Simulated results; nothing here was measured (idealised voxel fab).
process module | voxel wiring stack
cross-section cut | 185 nm wide | cells 5 nm
A cross-section is a grid of square cells, given in bands from the top down. A band is one or more rows of cells.
Each band's line starts with the height of the band's top and of its bottom, in nm. Then come its materials from left to right, each with its width in nm. One material with "throughout" fills the band from edge to edge. "air" is empty space.
Height 0 is the level under which the wafer as received is all one material. The lowest band goes on downwards, as in "0 down".
A width such as "30 to 40" changes by the same amount from each row of cells to the next, from the band's top row to its bottom row.
"no change" after a step means that no cell of the cross-section changed.
closed voids: empty space of 8 cells or more with no open way to the top, each as width x height at its distance from the left edge, in nm
after a step's settings: what the simulator itself notes on the step
overlay nm, on a step with a mask: how far to the right of its planned place the mask lay; to the left if negative
plan
1 op RECEIVE | material Si
2 op CONFORMAL_DEP | material SiO2 | thk nm 15
3 op DIRECTIONAL_DEP | material TiN | thk nm 5
4 op DIRECTIONAL_DEP | material W | thk nm 15
5 op PATTERN | tone cover | mask id METAL_1 | material resist | width nm 20 | pitch nm 45 | thk nm 20 | overlay nm 0
6 op DIRECTIONAL_ETCH | etch materials W | depth nm 15
7 op DIRECTIONAL_ETCH | etch materials TiN | depth nm 5
8 op STRIP | etch materials resist
9 op CONFORMAL_DEP | material SiN | thk nm 5
10 op FILL_DEP | material lowk | thk nm 5
11 op CMP | height nm 35
12 op CONFORMAL_DEP | material SiCN | thk nm 5
13 op DIRECTIONAL_DEP | material SiO2 | thk nm 35
14 op MASKED_ETCH | tone open | mask id METAL_2 | width nm 20 | pitch nm 45 | etch materials SiO2 | depth nm 20 | overlay nm 0
15 op DIRECTIONAL_DEP | material aC | thk nm 15
16 op PATTERN | tone open | mask id METAL_2_HOLES | material resist | width nm 15 | pitch nm 45 | thk nm 35 | overlay nm 0
17 op DIRECTIONAL_ETCH | etch materials aC | depth nm 15
18 op STRIP | etch materials resist
19 op DIRECTIONAL_ETCH | etch materials SiO2 | depth nm 15
20 op DIRECTIONAL_ETCH | etch materials SiCN | depth nm 5
21 op STRIP | etch materials aC
22 op CONFORMAL_DEP | material TiN | thk nm 5
23 op FILL_DEP | material Cu | thk nm 5
24 op CMP | height nm 75
25 op CONFORMAL_DEP | material SiCN | thk nm 5
26 op DIRECTIONAL_DEP | material lowk | thk nm 10
27 op PATTERN | tone open | mask id PLUG_2 | material resist | width nm 15 | thk nm 20 | overlay nm 0
28 op DIRECTIONAL_ETCH | etch materials lowk | depth nm 10
29 op DIRECTIONAL_ETCH | etch materials SiCN | depth nm 5
30 op STRIP | etch materials resist
31 op CONFORMAL_DEP | material TiN | thk nm 5
32 op FILL_DEP | material W | thk nm 5
33 op CMP | height nm 90
34 op CONFORMAL_DEP | material SiCN | thk nm 5
35 op DIRECTIONAL_DEP | material SiO2 | thk nm 25
36 op PATTERN | tone open | mask id METAL_3 | material resist | width nm 20 | pitch nm 45 | thk nm 20 | overlay nm 0
37 op DIRECTIONAL_ETCH | etch materials SiO2 | depth nm 25
38 op DIRECTIONAL_ETCH | etch materials SiCN | depth nm 5
39 op STRIP | etch materials resist
40 op CONFORMAL_DEP | material TiN | thk nm 5
41 op FILL_DEP | material Cu | thk nm 10
42 op CMP | height nm 120
43 op CONFORMAL_DEP | material SiCN | thk nm 5
44 op DIRECTIONAL_DEP | material lowk | thk nm 10
45 op PATTERN | tone open | mask id PLUG_3 | material resist | width nm 15 | pitch nm 45 | thk nm 15 | overlay nm 0
46 op DIRECTIONAL_ETCH | etch materials lowk | depth nm 10
47 op DIRECTIONAL_ETCH | etch materials SiCN | depth nm 5
48 op STRIP | etch materials resist
49 op EPI | material Ru | thk nm 10
50 op EPI | material Ru | thk nm 5
51 op DIRECTIONAL_DEP | material TiN | thk nm 5
52 op DIRECTIONAL_DEP | material W | thk nm 25
53 op MASKED_ETCH | tone cover | mask id METAL_4 | width nm 20 | pitch nm 45 | etch materials W | depth nm 25 | overlay nm 0
54 op MASKED_ETCH | tone cover | mask id METAL_4 | width nm 15 | pitch nm 45 | etch materials TiN | depth nm 5 | overlay nm 0
55 op CONFORMAL_DEP | material SiN | thk nm 5
56 op FILL_DEP | material SiO2 | thk nm 10
57 op CMP | height nm 165
58 op CONFORMAL_DEP | material SiN | thk nm 5
varied across the wafers: width nm of step 54. The plan shows the first wafer's value. All wafers start alike
first wafer as received, after step 1
  0 down: Si throughout
  closed voids: none
first wafer at the end, after step 58
  170 to 165: SiN throughout
  165 to 140: SiO2 55 | SiN 5 | W 20 | SiN 5 | SiO2 15 | SiN 5 | W 20 | SiN 5 | SiO2 55
  140 to 135: SiN 60 | TiN 20 | SiN 25 | TiN 20 | SiN 60
  135 to 125: lowk 60 | Ru 15 | lowk 30 | Ru 15 | lowk 65
  125 to 120: SiCN 60 | Ru 15 | SiCN 30 | Ru 15 | SiCN 65
  120 to 95: SiO2 60 | TiN 5 | Cu 10 | TiN 5 | SiO2 25 | TiN 5 | Cu 10 | TiN 5 | SiO2 60
  95 to 90: SiCN 60 | TiN 20 | SiCN 25 | TiN 20 | SiCN 60
  90 to 80: lowk 60 | TiN 5 | W 5 | TiN 5 | lowk 110
  80 to 75: SiCN 60 | TiN 15 | SiCN 110
  75 to 60: SiO2 60 | TiN 5 | Cu 10 | TiN 5 | SiO2 25 | TiN 5 | Cu 10 | TiN 5 | SiO2 60
  60 to 55: SiO2 60 | TiN 5 | Cu 5 | TiN 10 | SiO2 25 | TiN 5 | Cu 5 | TiN 10 | SiO2 60
  55 to 40: SiO2 60 | TiN 5 | Cu 5 | TiN 5 | SiO2 30 | TiN 5 | Cu 5 | TiN 5 | SiO2 65
  40 to 35: SiCN 60 | TiN 15 | SiCN 30 | TiN 15 | SiCN 65
  35 to 20: lowk 55 | SiN 5 | W 20 | SiN 5 | lowk 15 | SiN 5 | W 20 | SiN 5 | lowk 55
  20 to 15: SiN 60 | TiN 20 | SiN 25 | TiN 20 | SiN 60
  15 to 0: SiO2 throughout
  0 down: Si throughout
  closed voids: none
last wafer at the end
  170 to 165: SiN throughout
  165 to 145: SiO2 55 | SiN 5 | W 20 | SiN 5 | SiO2 15 | SiN 5 | W 20 | SiN 5 | SiO2 55
  145 to 140: SiO2 50 | SiN 10 | W 20 | SiN 10 | SiO2 5 | SiN 10 | W 20 | SiN 10 | SiO2 50
  140 to 135: SiN 55 | TiN 30 | SiN 15 | TiN 30 | SiN 55
  135 to 125: lowk 60 | Ru 15 | lowk 30 | Ru 15 | lowk 65
  125 to 120: SiCN 60 | Ru 15 | SiCN 30 | Ru 15 | SiCN 65
  120 to 95: SiO2 60 | TiN 5 | Cu 10 | TiN 5 | SiO2 25 | TiN 5 | Cu 10 | TiN 5 | SiO2 60
  95 to 90: SiCN 60 | TiN 20 | SiCN 25 | TiN 20 | SiCN 60
  90 to 80: lowk 60 | TiN 5 | W 5 | TiN 5 | lowk 110
  80 to 75: SiCN 60 | TiN 15 | SiCN 110
  75 to 60: SiO2 60 | TiN 5 | Cu 10 | TiN 5 | SiO2 25 | TiN 5 | Cu 10 | TiN 5 | SiO2 60
  60 to 55: SiO2 60 | TiN 5 | Cu 5 | TiN 10 | SiO2 25 | TiN 5 | Cu 5 | TiN 10 | SiO2 60
  55 to 40: SiO2 60 | TiN 5 | Cu 5 | TiN 5 | SiO2 30 | TiN 5 | Cu 5 | TiN 5 | SiO2 65
  40 to 35: SiCN 60 | TiN 15 | SiCN 30 | TiN 15 | SiCN 65
  35 to 20: lowk 55 | SiN 5 | W 20 | SiN 5 | lowk 15 | SiN 5 | W 20 | SiN 5 | lowk 55
  20 to 15: SiN 60 | TiN 20 | SiN 25 | TiN 20 | SiN 60
  15 to 0: SiO2 throughout
  0 down: Si throughout
  closed voids: none
each wafer at the end: cells of each material gained (+) or lost (-) since it was received, then its closed voids
width nm 15 | +40 Cu | +18 Ru | +125 SiCN | +127 SiN | +590 SiO2 | +87 TiN | +66 W | +205 lowk | closed voids: none
width nm 20 | +40 Cu | +18 Ru | +125 SiCN | +127 SiN | +590 SiO2 | +87 TiN | +66 W | +205 lowk | closed voids: none
width nm 25 | +40 Cu | +18 Ru | +125 SiCN | +127 SiN | +588 SiO2 | +89 TiN | +66 W | +205 lowk | closed voids: none
width nm 30 | +40 Cu | +18 Ru | +125 SiCN | +127 SiN | +586 SiO2 | +91 TiN | +66 W | +205 lowk | closed voids: none
